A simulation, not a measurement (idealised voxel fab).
process module | voxel transistor to metal
cross-section cut | 195 nm wide | cells 5 nm
A cross-section is a grid of square cells, given in bands from the top down. A band is one or more rows of cells.
Each band's line starts with the height of the band's top and of its bottom, in nm. Then come its materials from left to right, each with its width in nm. One material with "throughout" fills the band from edge to edge. "air" is empty space.
Height 0 is the level under which the wafer as received is all one material. The lowest band goes on downwards, as in "0 down".
A width such as "30 to 40" changes by the same amount from each row of cells to the next, from the band's top row to its bottom row.
"no change" after a step means that no cell of the cross-section changed.
closed voids: empty space of 8 cells or more with no open way to the top, each as width x height at its distance from the left edge, in nm
after a step's settings: what the simulator itself notes on the step
overlay nm, on a step with a mask: how far to the right of its planned place the mask lay; to the left if negative
plan
1 op RECEIVE | material Si
2 op CONFORMAL_DEP | material SiO2 | thk nm 5
3 op CONFORMAL_DEP | material SiN | thk nm 10
4 op PATTERN | tone cover | mask id ACTIVE | material resist | width nm 125 | thk nm 15 | overlay nm 0
5 op DIRECTIONAL_ETCH | etch materials SiN | depth nm 10
6 op DIRECTIONAL_ETCH | etch materials SiO2 | depth nm 5
7 op DIRECTIONAL_ETCH | etch materials Si | depth nm 20
8 op STRIP | etch materials resist
9 op OXIDIZE | depth nm 5
10 op FILL_DEP | material SiO2 | thk nm 5
11 op CMP | height nm 15
12 op SELECTIVE_ETCH | etch materials SiO2 | depth nm 10
13 op STRIP | etch materials SiN
14 op SELECTIVE_ETCH | etch materials SiO2 | depth nm 5
15 op OXIDIZE | depth nm 5
16 op DIRECTIONAL_DEP | material polySi | thk nm 30
17 op DIRECTIONAL_DEP | material SiCN | thk nm 15
18 op PATTERN | tone cover | mask id GATE | material resist | width nm 35 | thk nm 15 | overlay nm 0
19 op DIRECTIONAL_ETCH | etch materials SiCN | depth nm 25
20 op DIRECTIONAL_ETCH | etch materials polySi | depth nm 40
21 op STRIP | etch materials resist
22 op CONFORMAL_DEP | material SiO2 | thk nm 5
23 op DIRECTIONAL_ETCH | etch materials SiO2 | depth nm 5
24 op CONFORMAL_DEP | material SiN | thk nm 5
25 op DIRECTIONAL_ETCH | etch materials SiN | depth nm 5
26 op DIRECTIONAL_ETCH | etch materials SiO2 | depth nm 5
27 op DIRECTIONAL_ETCH | etch materials Si | depth nm 15
28 op EPI | material SiGe | thk nm 20
29 op FILL_DEP | material SiO2 | thk nm 5
30 op CMP | height nm 30
31 op STRIP | etch materials polySi
32 op SELECTIVE_ETCH | etch materials SiO2 | depth nm 5
33 op CONFORMAL_DEP | material HfO2 | thk nm 5
34 op CONFORMAL_DEP | material TiN | thk nm 5
35 op FILL_DEP | material W | thk nm 10
36 op CMP | height nm 25
37 op DIRECTIONAL_DEP | material SiO2 | thk nm 10
38 op DIRECTIONAL_DEP | material aC | thk nm 15
39 op PATTERN | tone open | mask id CONTACT | material resist | width nm 15 | pitch nm 90 | thk nm 30 | overlay nm 0
40 op DIRECTIONAL_ETCH | etch materials aC | depth nm 15
41 op STRIP | etch materials resist
42 op DIRECTIONAL_ETCH | etch materials SiO2 | depth nm 35
43 op STRIP | etch materials aC
44 op CONFORMAL_DEP | material TiN | thk nm 5
45 op FILL_DEP | material Ru | thk nm 5
46 op CMP | height nm 35
47 op DIRECTIONAL_DEP | material TiN | thk nm 5
48 op DIRECTIONAL_DEP | material W | thk nm 15
49 op PATTERN | tone cover | mask id METAL_1 | material resist | width nm 15 | pitch nm 90 | thk nm 15 | overlay nm 0
50 op DIRECTIONAL_ETCH | etch materials W | depth nm 15
51 op DIRECTIONAL_ETCH | etch materials TiN | depth nm 5
52 op STRIP | etch materials resist
53 op FILL_DEP | material lowk | thk nm 10
54 op CMP | height nm 55
55 op CONFORMAL_DEP | material SiN | thk nm 5
varied across the wafers: width nm of step 49. The plan shows the first wafer's value. All wafers start alike
first wafer as received, after step 1
  0 down: Si throughout
  closed voids: none
each wafer at the end: cells of each material gained (+) or lost (-) since it was received, then its closed voids
width nm 15 | +19 HfO2 | +6 Ru | -139 Si | +74 SiGe | +49 SiN | +244 SiO2 | +45 TiN | +38 W | +132 lowk | closed voids: none
width nm 20 | +19 HfO2 | +6 Ru | -139 Si | +74 SiGe | +49 SiN | +244 SiO2 | +47 TiN | +44 W | +124 lowk | closed voids: none
width nm 25 | +19 HfO2 | +6 Ru | -139 Si | +74 SiGe | +49 SiN | +244 SiO2 | +49 TiN | +50 W | +116 lowk | closed voids: none
width nm 30 | +19 HfO2 | +6 Ru | -139 Si | +74 SiGe | +49 SiN | +244 SiO2 | +51 TiN | +56 W | +108 lowk | closed voids: none
